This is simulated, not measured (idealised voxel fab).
Documented hereafter: the process module known as voxel plated lines.
Section cut is 190 nm wide and gridded with 5 nm square cells.
Just so we're on the same page, the cross-sections are grids of square cells, and they're listed out in bands top to bottom, each band one or more rows deep. This entry defines a band. It first specifies the height of the band's top and the height of its bottom in nm, and then specifies the band's materials from left to right, stating each material with its width in nm. The word "full width" identifies a single material that fills the band from edge to edge, while the word "blank" identifies empty space. Measure heights from 0. That's the level where, below it, the as-received wafer is all one material. The lowest band is bottomless and extends downward; write it as in "0 down". Think of "30->40" as a width that walks from the first number to the second as you go down the band, top row to bottom row, taking equal-sized steps from row to row. "left unchanged" -> step changed no cross-section cell. Empty spaces without an open route to the top, at least 8 cells in extent, make up the entry "Sealed internal voids"; each is given as width x height at distance, where the distance is measured from the left edge, and all are in nm. It should be noted that, on the line of a given step, the content following the step's settings is a remark produced by the simulator itself with respect to that step. overlay nm: right-of-plan distance of the mask on a masked step; negative values mean left-of-plan.

Process steps - plan:
step 1: RECEIVE with material Si
step 2: CONFORMAL_DEP with material Al2O3, thk nm 5
step 3: DIRECTIONAL_DEP with material TiN, thk nm 5
step 4: PATTERN with tone open, mask id LINES, material resist, width nm 20, pitch nm 35, thk nm 15, overlay nm -15
step 5: EPI with material Ru, thk nm 5
step 6: STRIP with etch materials resist
step 7: DIRECTIONAL_ETCH with etch materials TiN, depth nm 5
step 8: CONFORMAL_DEP with material SiN, thk nm 10
Where the wafers of this document differ is in the overlay nm of step 4; they start out the same, and the plan states the value that applied to the first wafer.

first wafer as received, after step 1:
> 0 down | Si full width
> Sealed internal voids: none

Cross-sectional representation of the first of several wafers at the end of the module, i.e. after its terminal step, step 8:
> 25 to 15 | blank (5) | SiN (145) | blank (40)
> 15 to 10 | SiN (15) | Ru (20) | SiN (15) | Ru (20) | SiN (15) | Ru (20) | SiN (15) | Ru (20) | SiN (50)
> 10 to 5 | SiN (15) | TiN (20) | SiN (15) | TiN (20) | SiN (15) | TiN (20) | SiN (15) | TiN (20) | SiN (50)
> 5 to 0 | Al2O3 full width
> 0 down | Si full width
> Sealed internal voids: none

Cross-section of the last wafer at end of module:
> 25 to 15 | blank (35) | SiN (145) | blank (10)
> 15 to 10 | SiN (45) | Ru (20) | SiN (15) | Ru (20) | SiN (15) | Ru (20) | SiN (15) | Ru (20) | SiN (20)
> 10 to 5 | SiN (45) | TiN (20) | SiN (15) | TiN (20) | SiN (15) | TiN (20) | SiN (15) | TiN (20) | SiN (20)
> 5 to 0 | Al2O3 full width
> 0 down | Si full width
> Sealed internal voids: none

Per-wafer rows below. For each material: cells gained (+) or lost (-) since the wafer was received, as of end of module. Then: closed voids:
overlay nm -15, +38 Al2O3, +16 Ru, +102 SiN, +16 TiN, Sealed internal voids: none
overlay nm -10, +38 Al2O3, +16 Ru, +102 SiN, +16 TiN, Sealed internal voids: none
overlay nm -5, +38 Al2O3, +16 Ru, +102 SiN, +16 TiN, Sealed internal voids: none
overlay nm 0, +38 Al2O3, +16 Ru, +102 SiN, +16 TiN, Sealed internal voids: none
overlay nm 5, +38 Al2O3, +16 Ru, +102 SiN, +16 TiN, Sealed internal voids: none
overlay nm 10, +38 Al2O3, +16 Ru, +102 SiN, +16 TiN, Sealed internal voids: none
overlay nm 15, +38 Al2O3, +16 Ru, +102 SiN, +16 TiN, Sealed internal voids: none
